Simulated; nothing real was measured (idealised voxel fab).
process module | voxel air gaps
cross-section cut | 210 nm wide | cells 5 nm
A cross-section is a grid of square cells, given in bands from the top down. A band is one or more rows of cells.
Each band's line starts with the height of the band's top and of its bottom, in nm. Then come its materials from left to right, each with its width in nm. One material with "throughout" fills the band from edge to edge. "air" is empty space.
Height 0 is the level under which the wafer as received is all one material. The lowest band goes on downwards, as in "0 down".
A width such as "30 to 40" changes by the same amount from each row of cells to the next, from the band's top row to its bottom row.
"no change" after a step means that no cell of the cross-section changed.
closed voids: empty space of 8 cells or more with no open way to the top, each as width x height at its distance from the left edge, in nm
after a step's settings: what the simulator itself notes on the step
overlay nm, on a step with a mask: how far to the right of its planned place the mask lay; to the left if negative
plan
1 op RECEIVE | material Si
2 op CONFORMAL_DEP | material SiO2 | thk nm 15
3 op CONFORMAL_DEP | material SiCN | thk nm 5
4 op DIRECTIONAL_DEP | material SiO2 | thk nm 40
5 op DIRECTIONAL_DEP | material aC | thk nm 15
6 op PATTERN | tone open | mask id LINES | material resist | width nm 20 | pitch nm 50 | thk nm 35 | overlay nm 0
7 op DIRECTIONAL_ETCH | etch materials aC | depth nm 15
8 op STRIP | etch materials resist
9 op DIRECTIONAL_ETCH | etch materials SiO2 | depth nm 40
10 op STRIP | etch materials aC
11 op CONFORMAL_DEP | material TiN | thk nm 5
12 op FILL_DEP | material Ru | thk nm 10
13 op CMP | height nm 60
14 op EPI | material Ru | thk nm 10
15 op SELECTIVE_ETCH | etch materials SiO2 | depth nm 50
16 op CONFORMAL_DEP | material SiCN | thk nm 5
as received, after step 1
  0 down: Si throughout
  closed voids: none
a wafer at the end: this start, this plan, one mistake
  75 to 70: SiCN throughout
  70 to 60: Ru throughout
  60 to 25: Ru 15 | TiN 5 | SiO2 20 | TiN 5 | Ru 20 | TiN 5 | SiO2 20 | TiN 5 | Ru 20 | TiN 5 | SiO2 20 | TiN 5 | Ru 20 | TiN 5 | SiO2 20 | TiN 5 | Ru 15
  25 to 20: TiN 20 | SiO2 20 | TiN 30 | SiO2 20 | TiN 30 | SiO2 20 | TiN 30 | SiO2 20 | TiN 20
  20 to 15: SiCN throughout
  15 to 0: SiO2 throughout
  0 down: Si throughout
  closed voids: none
what went wrong: step 6 ran as: op PATTERN | tone cover | mask id LINES | material resist | width nm 20 | pitch nm 50 | thk nm 35 | overlay nm 0
